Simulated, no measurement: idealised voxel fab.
process module | voxel wiring stack
cross-section cut | 205 nm wide | cells 5 nm
A cross-section is a grid of square cells, given in bands from the top down. A band is one or more rows of cells.
Each band's line starts with the height of the band's top and of its bottom, in nm. Then come its materials from left to right, each with its width in nm. One material with "throughout" fills the band from edge to edge. "air" is empty space.
Height 0 is the level under which the wafer as received is all one material. The lowest band goes on downwards, as in "0 down".
A width such as "30 to 40" changes by the same amount from each row of cells to the next, from the band's top row to its bottom row.
"no change" after a step means that no cell of the cross-section changed.
closed voids: empty space of 8 cells or more with no open way to the top, each as width x height at its distance from the left edge, in nm
after a step's settings: what the simulator itself notes on the step
overlay nm, on a step with a mask: how far to the right of its planned place the mask lay; to the left if negative
plan
1 op RECEIVE | material Si
2 op CONFORMAL_DEP | material SiO2 | thk nm 15
3 op CONFORMAL_DEP | material SiCN | thk nm 5
4 op DIRECTIONAL_DEP | material SiO2 | thk nm 25
5 op PATTERN | tone open | mask id METAL_1 | material resist | width nm 30 | pitch nm 45 | thk nm 15 | overlay nm 0
6 op DIRECTIONAL_ETCH | etch materials SiO2 | depth nm 25
7 op DIRECTIONAL_ETCH | etch materials SiCN | depth nm 5
8 op STRIP | etch materials resist
9 op CONFORMAL_DEP | material TiN | thk nm 5
10 op FILL_DEP | material Ru | thk nm 10
11 op CMP | height nm 45
12 op CONFORMAL_DEP | material SiCN | thk nm 5
13 op DIRECTIONAL_DEP | material lowk | thk nm 15
14 op DIRECTIONAL_DEP | material aC | thk nm 10
15 op PATTERN | tone open | mask id PLUG_1 | material resist | width nm 15 | pitch nm 45 | thk nm 25 | overlay nm 0
16 op DIRECTIONAL_ETCH | etch materials aC | depth nm 10
17 op STRIP | etch materials resist
18 op DIRECTIONAL_ETCH | etch materials lowk | depth nm 15
19 op DIRECTIONAL_ETCH | etch materials SiCN | depth nm 5
20 op STRIP | etch materials aC
21 op EPI | material Ru | thk nm 10
22 op EPI | material Ru | thk nm 10
23 op DIRECTIONAL_DEP | material TiN | thk nm 5
24 op DIRECTIONAL_DEP | material W | thk nm 15
25 op DIRECTIONAL_DEP | material aC | thk nm 15
26 op PATTERN | tone cover | mask id METAL_2 | material resist | width nm 30 | pitch nm 45 | thk nm 30 | overlay nm 0
27 op DIRECTIONAL_ETCH | etch materials aC | depth nm 15
28 op STRIP | etch materials resist
29 op DIRECTIONAL_ETCH | etch materials W | depth nm 15
30 op DIRECTIONAL_ETCH | etch materials TiN | depth nm 5
31 op STRIP | etch materials aC
32 op FILL_DEP | material SiO2 | thk nm 5
33 op CMP | height nm 85
34 op CONFORMAL_DEP | material SiCN | thk nm 5
35 op DIRECTIONAL_DEP | material lowk | thk nm 30
36 op PATTERN | tone open | mask id METAL_3 | material resist | width nm 30 | pitch nm 45 | thk nm 15 | overlay nm 0
37 op DIRECTIONAL_ETCH | etch materials lowk | depth nm 15
38 op STRIP | etch materials resist
39 op MASKED_ETCH | tone open | mask id METAL_3_HOLES | width nm 15 | etch materials lowk | depth nm 15 | overlay nm 0
40 op MASKED_ETCH | tone open | mask id METAL_3_HOLES | width nm 15 | etch materials SiCN | depth nm 5 | overlay nm 0
41 op CONFORMAL_DEP | material TiN | thk nm 5
42 op FILL_DEP | material Cu | thk nm 10
43 op CMP | height nm 120
44 op CONFORMAL_DEP | material SiCN | thk nm 5
45 op DIRECTIONAL_DEP | material lowk | thk nm 30
46 op DIRECTIONAL_DEP | material aC | thk nm 10
47 op PATTERN | tone open | mask id METAL_4 | material resist | width nm 30 | pitch nm 45 | thk nm 30 | overlay nm 0
48 op DIRECTIONAL_ETCH | etch materials aC | depth nm 10
49 op STRIP | etch materials resist
50 op DIRECTIONAL_ETCH | etch materials lowk | depth nm 15
51 op STRIP | etch materials aC
52 op DIRECTIONAL_DEP | material aC | thk nm 10
53 op PATTERN | tone open | mask id METAL_4_HOLES | material resist | width nm 15 | thk nm 30 | overlay nm 0
54 op DIRECTIONAL_ETCH | etch materials aC | depth nm 10
55 op STRIP | etch materials resist
56 op DIRECTIONAL_ETCH | etch materials lowk | depth nm 15
57 op DIRECTIONAL_ETCH | etch materials SiCN | depth nm 5
58 op STRIP | etch materials aC
59 op CONFORMAL_DEP | material TiN | thk nm 5
60 op FILL_DEP | material Cu | thk nm 10
61 op CMP | height nm 155
62 op CONFORMAL_DEP | material SiCN | thk nm 5
as received, after step 1
  0 down: Si throughout
  closed voids: none
first wafer at the end, as planned
  160 to 155: SiCN throughout
  155 to 145: lowk 65 | TiN 5 | Cu 20 | TiN 5 | lowk 15 | TiN 5 | Cu 20 | TiN 5 | lowk 65
  145 to 140: lowk 65 | TiN 5 | Cu 5 | TiN 20 | lowk 15 | TiN 30 | lowk 65
  140 to 125: lowk 65 | TiN 5 | Cu 5 | TiN 5 | lowk 125
  125 to 120: SiCN 65 | TiN 15 | SiCN 125
  120 to 110: lowk 65 | TiN 5 | Cu 20 | TiN 5 | lowk 15 | TiN 5 | Cu 20 | TiN 5 | lowk 65
  110 to 105: lowk 65 | TiN 5 | Cu 5 | TiN 20 | lowk 15 | TiN 30 | lowk 65
  105 to 90: lowk 65 | TiN 5 | Cu 5 | TiN 5 | lowk 125
  90 to 85: SiCN 65 | TiN 15 | SiCN 125
  85 to 70: SiO2 65 | W 30 | SiO2 15 | W 30 | SiO2 65
  70 to 65: SiO2 65 | TiN 30 | SiO2 15 | TiN 30 | SiO2 65
  65 to 50: lowk 65 | Ru 15 | lowk 30 | Ru 15 | lowk 80
  50 to 45: SiCN 65 | Ru 15 | SiCN 30 | Ru 15 | SiCN 80
  45 to 20: SiO2 65 | TiN 5 | Ru 20 | TiN 5 | SiO2 15 | TiN 5 | Ru 20 | TiN 5 | SiO2 65
  20 to 15: SiCN 65 | TiN 30 | SiCN 15 | TiN 30 | SiCN 65
  15 to 0: SiO2 throughout
  0 down: Si throughout
  closed voids: none
second wafer at the end: like start, like plan, one mistake
  160 to 155: SiCN throughout
  155 to 145: lowk 65 | TiN 5 | Cu 20 | TiN 5 | lowk 15 | TiN 5 | Cu 20 | TiN 5 | lowk 65
  145 to 140: lowk 65 | TiN 5 | Cu 5 | TiN 20 | lowk 15 | TiN 30 | lowk 65
  140 to 125: lowk 65 | TiN 5 | Cu 5 | TiN 5 | lowk 125
  125 to 120: SiCN 65 | TiN 15 | SiCN 125
  120 to 110: lowk 65 | TiN 5 | Cu 20 | TiN 5 | lowk 15 | TiN 5 | Cu 20 | TiN 5 | lowk 65
  110 to 105: lowk 65 | TiN 5 | Cu 5 | TiN 20 | lowk 15 | TiN 30 | lowk 65
  105 to 90: lowk 65 | TiN 5 | Cu 5 | TiN 5 | lowk 125
  90 to 85: SiCN 65 | TiN 15 | SiCN 125
  85 to 70: SiO2 65 | W 30 | SiO2 15 | W 30 | SiO2 65
  70 to 65: SiO2 65 | TiN 30 | SiO2 15 | TiN 30 | SiO2 65
  65 to 50: lowk 65 | Ru 15 | lowk 30 | Ru 15 | lowk 80
  50 to 45: SiCN 65 | Ru 15 | SiCN 30 | Ru 15 | SiCN 80
  45 to 40: TiN 70 | Ru 20 | TiN 25 | Ru 20 | TiN 70
  40 to 20: SiO2 65 | TiN 5 | Ru 20 | TiN 5 | SiO2 15 | TiN 5 | Ru 20 | TiN 5 | SiO2 65
  20 to 15: SiO2 65 | TiN 30 | SiO2 15 | TiN 30 | SiO2 65
  15 to 0: SiO2 throughout
  0 down: Si throughout
  closed voids: none
what went wrong: step 3 was left out
at the end the second wafer has, in cells: 29 fewer of SiCN | 29 more of TiN
